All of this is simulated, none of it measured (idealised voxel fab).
This is a process module. Its name is voxel plated lines.
Xsec cut, 265 nm wide, square cell size 5 nm.
Each cross-section below is a grid of square cells, stated as bands in top-down order, with one or more rows of cells making up each band.
Quick guide to a band line: top height, bottom height (nm) up front; then every material left to right with its width in nm. Only one material and it's marked "all across"? Then it fills the band edge to edge. And "air" just means empty space.
Height is counted from the level 0, under which the received wafer is composed throughout of one material. The lowest of the bands is not closed at the bottom but continues downward, in the notation "z 0 and below".
Quick explanation for "30 to 40": the width changes in equal steps down the rows of cells, from the first number in the band's top row to the second number in its bottom row.
It should be understood that the words "nothing got changed", when stated for a given step, signify that the cross-section underwent no change in any of its cells during that step.
If an empty space has no open way to the top and is at least 8 cells in size, "Entrapped void list" lists it, written width x height at distance, where distance is measured from the left edge and every value is in nm.
It should be noted that, on the line of a given step, the content following the step's settings is a remark produced by the simulator itself with respect to that step.
A step's line can hold "overlay nm"; with a mask on that step, the setting says how far right of the planned place the mask lay, while a negative setting says it lay to the left.
# The steps planned for the process are as follows
1) op RECEIVE | material Si
2) op CONFORMAL_DEP | material SiO2 | thk nm 5
3) op DIRECTIONAL_DEP | material TiN | thk nm 5
4) op PATTERN | tone open | mask id LINES | material resist | width nm 30 | pitch nm 60 | thk nm 30 | overlay nm 0
5) op EPI | material Ru | thk nm 10
6) op EPI | material Ru | thk nm 10
7) op STRIP | etch materials resist
8) op DIRECTIONAL_ETCH | etch materials TiN | depth nm 5
9) op CONFORMAL_DEP | material SiO2 | thk nm 5
All wafers enter the flow in the same state. The thk nm at step 9 differs from wafer to wafer, and the plan gives the value for the first wafer.
# Cross-section: the first of several wafers in its as-received state, i.e. following step 1
z 0 and below: Si all across
Entrapped void list: none
# Where each wafer stands at the end of the module, a row apiece: cells of each material gained (+) or lost (-) since it was received, then closed voids
thk nm 5; +48 Ru; +126 SiO2; +12 TiN; Entrapped void list: none
thk nm 10; +48 Ru; +199 SiO2; +12 TiN; Entrapped void list: none
thk nm 15; +48 Ru; +272 SiO2; +12 TiN; Entrapped void list: none
thk nm 20; +48 Ru; +335 SiO2; +12 TiN; Entrapped void list: none
thk nm 25; +48 Ru; +398 SiO2; +12 TiN; Entrapped void list: none
